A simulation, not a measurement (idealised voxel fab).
Process module in this document: voxel transistor to metal
Shown is cross-section cut, with a width of 150 nm and square cells of size 5 nm.
When this document writes out a cross-section, it uses a grid of square cells and lists it as bands, beginning at the top and moving down, with a band standing for one or more rows of cells.
Top, bottom (nm), then materials left to right with widths (nm); lone material tagged "all across" fills the whole band edge to edge; "air" = empty space.
Heights from 0 (as-received wafer is one material below). Bottom band endless downward, as "top 0, no bottom".
The two numbers in a width such as "30->40" mark its ends across the band: the first belongs to the top row of cells, the second to the bottom row, and from each row to the next the width moves by the same amount.
"no alterations made" after a step means that no cell of the cross-section changed.
In "Closed internal voids" the enclosed voids are listed, meaning empty spaces of 8 cells or larger without any opening to the top. The form is width x height at distance, distance from the left edge, units nm.
Where a step's line continues beyond its settings, the continuation is a remark by the simulator itself on that step.
"overlay nm" answers the question of how far to the right of plan the mask lay on a step that has a mask, and when it is negative the answer is to the left.
Set out below are the planned steps of the process
1. op RECEIVE | material Si
2. op OXIDIZE | depth nm 5
3. op CONFORMAL_DEP | material SiN | thk nm 10
4. op MASKED_ETCH | tone cover | mask id ACTIVE | width nm 115 | etch materials SiN | depth nm 10 | overlay nm 0
5. op MASKED_ETCH | tone cover | mask id ACTIVE | width nm 115 | etch materials SiO2 | depth nm 5 | overlay nm 0
6. op MASKED_ETCH | tone cover | mask id ACTIVE | width nm 115 | etch materials Si | depth nm 25 | overlay nm 0
7. op OXIDIZE | depth nm 5
8. op FILL_DEP | material SiO2 | thk nm 10
9. op CMP | height nm 10
10. op SELECTIVE_ETCH | etch materials SiO2 | depth nm 5
11. op STRIP | etch materials SiN
12. op SELECTIVE_ETCH | etch materials SiO2 | depth nm 5
13. op OXIDIZE | depth nm 5
14. op DIRECTIONAL_DEP | material polySi | thk nm 30
15. op DIRECTIONAL_DEP | material SiCN | thk nm 15
16. op DIRECTIONAL_DEP | material aC | thk nm 15
17. op PATTERN | tone cover | mask id GATE | material resist | width nm 25 | thk nm 35 | overlay nm 0
18. op DIRECTIONAL_ETCH | etch materials aC | depth nm 15
19. op STRIP | etch materials resist
20. op DIRECTIONAL_ETCH | etch materials SiCN | depth nm 25
21. op DIRECTIONAL_ETCH | etch materials polySi | depth nm 40
22. op STRIP | etch materials aC
23. op CONFORMAL_DEP | material SiN | thk nm 5
24. op DIRECTIONAL_ETCH | etch materials SiN | depth nm 5
25. op DIRECTIONAL_ETCH | etch materials SiO2 | depth nm 5
26. op EPI | material nSi | thk nm 5
27. op FILL_DEP | material SiO2 | thk nm 10
28. op CMP | height nm 25
29. op STRIP | etch materials polySi
30. op SELECTIVE_ETCH | etch materials SiO2 | depth nm 5
31. op CONFORMAL_DEP | material HfO2 | thk nm 5
32. op CONFORMAL_DEP | material TiN | thk nm 5
33. op FILL_DEP | material W | thk nm 5
34. op CMP | height nm 20
35. op DIRECTIONAL_DEP | material SiO2 | thk nm 10
36. op DIRECTIONAL_DEP | material aC | thk nm 10
37. op PATTERN | tone open | mask id CONTACT | material resist | width nm 20 | pitch nm 85 | thk nm 25 | overlay nm 0
38. op DIRECTIONAL_ETCH | etch materials aC | depth nm 10
39. op STRIP | etch materials resist
40. op DIRECTIONAL_ETCH | etch materials SiO2 | depth nm 35
41. op STRIP | etch materials aC
42. op CONFORMAL_DEP | material TiN | thk nm 5
43. op FILL_DEP | material W | thk nm 10
44. op CMP | height nm 30
45. op DIRECTIONAL_DEP | material TiN | thk nm 5
46. op DIRECTIONAL_DEP | material W | thk nm 15
47. op DIRECTIONAL_DEP | material aC | thk nm 15
48. op PATTERN | tone cover | mask id METAL_1 | material resist | width nm 20 | pitch nm 85 | thk nm 30 | overlay nm 0
49. op DIRECTIONAL_ETCH | etch materials aC | depth nm 15
50. op STRIP | etch materials resist
51. op DIRECTIONAL_ETCH | etch materials W | depth nm 15
52. op DIRECTIONAL_ETCH | etch materials TiN | depth nm 5
53. op STRIP | etch materials aC
54. op CONFORMAL_DEP | material SiCN | thk nm 5
55. op FILL_DEP | material lowk | thk nm 10
56. op CMP | height nm 50
57. op CONFORMAL_DEP | material SiCN | thk nm 5
58. op DIRECTIONAL_DEP | material lowk | thk nm 35
59. op PATTERN | tone open | mask id METAL_2 | material resist | width nm 20 | pitch nm 85 | thk nm 20 | overlay nm 0
60. op DIRECTIONAL_ETCH | etch materials lowk | depth nm 20
61. op STRIP | etch materials resist
62. op DIRECTIONAL_DEP | material aC | thk nm 15
63. op PATTERN | tone open | mask id METAL_2_HOLES | material resist | width nm 15 | pitch nm 85 | thk nm 35 | overlay nm 0
64. op DIRECTIONAL_ETCH | etch materials aC | depth nm 15
65. op STRIP | etch materials resist
66. op DIRECTIONAL_ETCH | etch materials lowk | depth nm 15
67. op DIRECTIONAL_ETCH | etch materials SiCN | depth nm 5
68. op STRIP | etch materials aC
69. op CONFORMAL_DEP | material TiN | thk nm 5
70. op FILL_DEP | material Cu | thk nm 10
71. op CMP | height nm 90
72. op CONFORMAL_DEP | material SiCN | thk nm 5
Cross-section, incoming material, after step 1
top 0, no bottom: Si all across
Closed internal voids: none
Cross-sectional view of the first of the two wafers upon completion of the module, processed in accordance with the plan
top 95, bottom 90: SiCN all across
top 90, bottom 75: lowk=20  TiN=5  Cu=10  TiN=5  lowk=65  TiN=5  Cu=10  TiN=5  lowk=25
top 75, bottom 70: lowk=20  TiN=5  Cu=5  TiN=10  lowk=65  TiN=5  Cu=5  TiN=10  lowk=25
top 70, bottom 55: lowk=20  TiN=5  Cu=5  TiN=5  lowk=70  TiN=5  Cu=5  TiN=5  lowk=30
top 55, bottom 50: SiCN=20  TiN=15  SiCN=70  TiN=15  SiCN=30
top 50, bottom 35: lowk=15  SiCN=5  W=20  SiCN=5  lowk=55  SiCN=5  W=20  SiCN=5  lowk=20
top 35, bottom 30: SiCN=20  TiN=20  SiCN=65  TiN=20  SiCN=25
top 30, bottom 20: SiO2=20  TiN=5  W=10  TiN=5  SiO2=65  TiN=5  W=10  TiN=5  SiO2=25
top 20, bottom 0: SiO2=20  TiN=5  W=10  TiN=5  SiO2=15  SiN=5  HfO2=5  TiN=5  W=5  TiN=5  HfO2=5  SiN=5  SiO2=15  TiN=5  W=10  TiN=5  SiO2=25
top 0, bottom -5: SiO2=10  SiN=5  SiO2=5  TiN=20  SiO2=15  SiN=5  HfO2=5  TiN=15  HfO2=5  SiN=5  SiO2=15  TiN=20  SiO2=5  SiN=5  SiO2=15
top -5, bottom -10: SiO2=15  nSi=40  HfO2=35  nSi=40  SiO2=20
top -10, bottom -35: SiO2=20  Si=105  SiO2=25
top -35, no bottom: Si all across
Closed internal voids: none
Here's the second of our two wafers sectioned at module end. Same start as the first, same plan, but one mistake got made running it
top 95, bottom 90: SiCN all across
top 90, bottom 75: lowk=20  TiN=5  Cu=10  TiN=5  lowk=65  TiN=5  Cu=10  TiN=5  lowk=25
top 75, bottom 70: lowk=20  TiN=5  Cu=5  TiN=10  lowk=65  TiN=5  Cu=5  TiN=10  lowk=25
top 70, bottom 55: lowk=20  TiN=5  Cu=5  TiN=5  lowk=70  TiN=5  Cu=5  TiN=5  lowk=30
top 55, bottom 50: SiCN=20  TiN=15  SiCN=70  TiN=15  SiCN=30
top 50, bottom 35: lowk=20  SiCN=5  W=20  SiCN=5  lowk=55  SiCN=5  W=20  SiCN=5  lowk=15
top 35, bottom 30: SiCN=25  TiN=20  SiCN=65  TiN=20  SiCN=20
top 30, bottom 20: SiO2=20  TiN=5  W=10  TiN=5  SiO2=65  TiN=5  W=10  TiN=5  SiO2=25
top 20, bottom 0: SiO2=20  TiN=5  W=10  TiN=5  SiO2=15  SiN=5  HfO2=5  TiN=5  W=5  TiN=5  HfO2=5  SiN=5  SiO2=15  TiN=5  W=10  TiN=5  SiO2=25
top 0, bottom -5: SiO2=10  SiN=5  SiO2=5  TiN=20  SiO2=15  SiN=5  HfO2=5  TiN=15  HfO2=5  SiN=5  SiO2=15  TiN=20  SiO2=5  SiN=5  SiO2=15
top -5, bottom -10: SiO2=15  nSi=40  HfO2=35  nSi=40  SiO2=20
top -10, bottom -35: SiO2=20  Si=105  SiO2=25
top -35, no bottom: Si all across
Closed internal voids: none
So what did we get wrong on this run? note that step 48 departed from the planned setting and was carried out as op PATTERN | tone cover | mask id METAL_1 | material resist | width nm 20 | pitch nm 85 | thk nm 30 | overlay nm 5
Upon completion, the cell count for each material on the second wafer equals that on the first, whereas the spatial distribution of those cells differs.
